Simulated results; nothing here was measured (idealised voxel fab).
The process module presented herein is designated voxel air gaps.
Xsec cut, 175 nm wide, square cell size 5 nm.
Reading order for cross-sections: top band down to bottom band. Underlying form: a grid of square cells. Band size: one or more rows of cells. This entry defines a band. It first specifies the height of the band's top and the height of its bottom in nm, and then specifies the band's materials from left to right, stating each material with its width in nm. The word "all across" identifies a single material that fills the band from edge to edge, while the word "blank" identifies empty space. Measure heights from 0. That's the level where, below it, the as-received wafer is all one material. The lowest band is bottomless and extends downward; write it as in "0..down". The expression "30 to 40" gives the width at the extremes of the band, the first number at its top row of cells and the second at its bottom row, with the width changing by equal amounts from each row to the next in between. Take "nothing changed" at face value: in the step it is given for, the cross-section changed in none of its cells. The label "Closed internal voids" introduces a list of the empty spaces, 8 cells or larger, that have no open way up to the top; each entry in it reads width x height at distance, where the distance is taken from the left edge and all three are stated in nm. It should be noted that, on the line of a given step, the content following the step's settings is a remark produced by the simulator itself with respect to that step. "overlay nm", when on a step's line for a step with a mask, measures how far to the right of its planned place the mask lay; a negative measure means to the left.

Below is the list of planned process steps
1,RECEIVE,material Si
2,CONFORMAL_DEP,material SiO2,thk nm 10
3,CONFORMAL_DEP,material SiCN,thk nm 5
4,DIRECTIONAL_DEP,material lowk,thk nm 40
5,DIRECTIONAL_DEP,material aC,thk nm 15
6,PATTERN,tone open,mask id LINES,material resist,width nm 15,pitch nm 40,thk nm 30,overlay nm 0
7,DIRECTIONAL_ETCH,etch materials aC,depth nm 15
8,STRIP,etch materials resist
9,DIRECTIONAL_ETCH,etch materials lowk,depth nm 40
10,STRIP,etch materials aC
11,CONFORMAL_DEP,material TiN,thk nm 5
12,FILL_DEP,material W,thk nm 5
13,CMP,height nm 55
14,EPI,material Ru,thk nm 10
15,SELECTIVE_ETCH,etch materials lowk,depth nm 50
16,CONFORMAL_DEP,material SiCN,thk nm 5

Wafer as received: cross-section following step 1
	0..down | Si all across
	Closed internal voids: none

Cross-section at module end, one run error; start and plan unchanged from above
	70..65 | SiCN 165 / blank 10
	65..55 | SiCN 5 / Ru 35 / SiCN 5 / Ru 35 / SiCN 5 / Ru 35 / SiCN 5 / Ru 35 / SiCN 5 / blank 10
	55..50 | SiCN 15 / TiN 5 / W 5 / TiN 5 / SiCN 25 / TiN 5 / W 5 / TiN 5 / SiCN 25 / TiN 5 / W 5 / TiN 5 / SiCN 25 / TiN 5 / W 5 / TiN 5 / SiCN 15 / blank 10
	50..20 | blank 10 / SiCN 5 / TiN 5 / W 5 / TiN 5 / SiCN 5 / blank 15 / SiCN 5 / TiN 5 / W 5 / TiN 5 / SiCN 5 / blank 15 / SiCN 5 / TiN 5 / W 5 / TiN 5 / SiCN 5 / blank 15 / SiCN 5 / TiN 5 / W 5 / TiN 5 / SiCN 5 / blank 20
	20..15 | SiCN 15 / TiN 15 / SiCN 25 / TiN 15 / SiCN 25 / TiN 15 / SiCN 25 / TiN 15 / SiCN 25
	15..10 | SiCN all across
	10..0 | SiO2 all across
	0..down | Si all across
	Closed internal voids: 10 x 30 at 0; 15 x 30 at 35; 15 x 30 at 75; 15 x 30 at 115
Nonconformance to the process plan: step 6 ran differently from the plan; actual operation with settings: PATTERN,tone open,mask id LINES,material resist,width nm 15,pitch nm 40,thk nm 30,overlay nm -5
